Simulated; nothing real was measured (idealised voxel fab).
The name of this process module is voxel self aligned contacts.
This is section cut - it's 290 nm across, gridded in 5 nm square cells.
Think of the cross-section as a grid of square cells. We describe it in bands, top to bottom, and each band covers one or more rows of those cells.
Each band's line starts with the height of the band's top and of its bottom, in nm. Then come its materials from left to right, each with its width in nm. One material with "all across" fills the band from edge to edge. "blank" is empty space.
All heights in this document are referenced to 0, defined as the level beneath which the wafer, as received, consists entirely of one material. The lowest band is not bounded below; it extends indefinitely downward and is written in the form "0 -> down".
The width entry "30->40" should be interpreted row by row: the top row of cells in the band takes the first number, the bottom row takes the second number, and the change between adjacent rows is uniform throughout.
Reading "stayed the same" for a step: not a cell of the cross-section changed in it.
"Closed void register": sealed empty spaces, 8 cells or more, no open way to top, listed width x height at distance, with distance from the left edge and width, height and distance in nm.
after a step's settings: what the simulator itself notes on the step
overlay nm: mask right of planned place by this much (step with mask). Neg. = left.

Planned process steps
1) op RECEIVE | material Si
2) op OXIDIZE | depth nm 5
3) op DIRECTIONAL_DEP | material polySi | thk nm 25
4) op DIRECTIONAL_DEP | material SiN | thk nm 20
5) op DIRECTIONAL_DEP | material aC | thk nm 10
6) op PATTERN | tone cover | mask id GATE | material resist | width nm 25 | pitch nm 60 | thk nm 25 | overlay nm 0
7) op DIRECTIONAL_ETCH | etch materials aC | depth nm 10
8) op STRIP | etch materials resist
9) op DIRECTIONAL_ETCH | etch materials SiN | depth nm 20
10) op DIRECTIONAL_ETCH | etch materials polySi | depth nm 25
11) op STRIP | etch materials aC
12) op CONFORMAL_DEP | material SiN | thk nm 10
13) op DIRECTIONAL_ETCH | etch materials SiN | depth nm 10
14) op FILL_DEP | material SiO2 | thk nm 20
15) op CMP | height nm 55
16) op MASKED_ETCH | tone open | mask id CONTACT | width nm 45 | etch materials SiO2 | depth nm 60 | overlay nm 0
17) op CONFORMAL_DEP | material TiN | thk nm 5
18) op FILL_DEP | material Ru | thk nm 10
19) op CMP | height nm 55
20) op CONFORMAL_DEP | material SiN | thk nm 5

Cross-section of the wafer as it came to us, i.e., already through step 1
> 0 -> down = Si all across
> Closed void register: none

Figure: cross-sectional view of the wafer upon completion of the module, processed from the initial state and according to the plan depicted above, with one error introduced during execution
> 60 -> 55 = SiN all across
> 55 -> 45 = 120 nm SiO2, 5->20 nm TiN, 35->5 nm Ru, 5->20 nm TiN, 125 nm SiO2
> 45 -> 30 = 90 nm SiO2, 45 nm SiN, 5 nm TiN, 5 nm Ru, 5 nm TiN, 45 nm SiN, 95 nm SiO2
> 30 -> 25 = 90 nm SiO2, 45 nm SiN, 15 nm TiN, 45 nm SiN, 95 nm SiO2
> 25 -> 0 = Ru all across
> 0 -> -5 = SiO2 all across
> -5 -> down = Si all across
> Closed void register: none
What went wrong in running the wafer? off-plan run, step 3, actual operation and settings op DIRECTIONAL_DEP | material Ru | thk nm 25
